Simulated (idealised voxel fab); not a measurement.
The process module presented herein is designated voxel gate over fins.
We display cut, a cross-section 195 nm in width whose square cells are each 5 nm.
A cross-section in this document is a grid of square cells, and it is written down as bands, the top band listed before the ones below it; a band is made up of one or more rows of cells. Heights first: top, then bottom, in nm. Then materials, left to right, each with a width in nm. "edge to edge" on a single material: fills the band edge to edge. "empty": empty space. All heights in this document are referenced to 0, defined as the level beneath which the wafer, as received, consists entirely of one material. The lowest band is not bounded below; it extends indefinitely downward and is written in the form "from 0 down". Width "30 to 40": first value at the band's top row of cells, second value at its bottom row, equal change from row to row. The designation "no modification", where it is given for a processing step, indicates that no cell of the cross-section was altered in the course of that step. You'll see "Closed cavities" listing empty spaces that have no way open to the top, as long as they're 8 cells or more; the notation is width x height at distance, where the distance is from the left edge, and all of it is in nm. Heads up: the bit after the settings on a step's line is the simulator's remark on that step. "overlay nm" on a masked step: distance the mask lay right of its planned place, negative for left.

The following list gives the planned process steps:
| 1 | RECEIVE with material Si |
| 2 | CONFORMAL_DEP with material SiN, thk nm 10 |
| 3 | PATTERN with tone cover, mask id FINS, material resist, width nm 15, pitch nm 40, thk nm 15, overlay nm 0 |
| 4 | DIRECTIONAL_ETCH with etch materials SiN, depth nm 10 |
| 5 | DIRECTIONAL_ETCH with etch materials Si, depth nm 30 |
| 6 | STRIP with etch materials resist |
| 7 | OXIDIZE with depth nm 5 |
| 8 | FILL_DEP with material SiO2, thk nm 5 |
| 9 | CMP with height nm 10 |
| 10 | SELECTIVE_ETCH with etch materials SiO2, depth nm 25 |
| 11 | STRIP with etch materials SiN |
| 12 | CONFORMAL_DEP with material HfO2, thk nm 5 |
| 13 | CONFORMAL_DEP with material TiN, thk nm 5 |
| 14 | CONFORMAL_DEP with material TiAl, thk nm 5 |
| 15 | CONFORMAL_DEP with material TiN, thk nm 5 |
| 16 | FILL_DEP with material W, thk nm 15 |
| 17 | CMP with height nm 30 |
| 18 | CONFORMAL_DEP with material SiCN, thk nm 5 |
Among the wafers covered here, the point of difference is the width nm at step 3; their starting state is shared, and the plan presents the value of the first wafer.

First wafer as received, after step 1:
  from 0 down = Si edge to edge
  Closed cavities: none

Basically each wafer gets a line in the table, showing it at the end of the module: material by material, the cells it gained (+) or lost (-) since we got it, then its closed voids:
width nm 15, +51 HfO2, -259 Si, +39 SiCN, +148 SiO2, +51 TiAl, +99 TiN, +144 W, Closed cavities: none
width nm 20, +51 HfO2, -245 Si, +39 SiCN, +140 SiO2, +51 TiAl, +96 TiN, +141 W, Closed cavities: none
width nm 25, +51 HfO2, -231 Si, +39 SiCN, +132 SiO2, +48 TiAl, +96 TiN, +138 W, Closed cavities: none
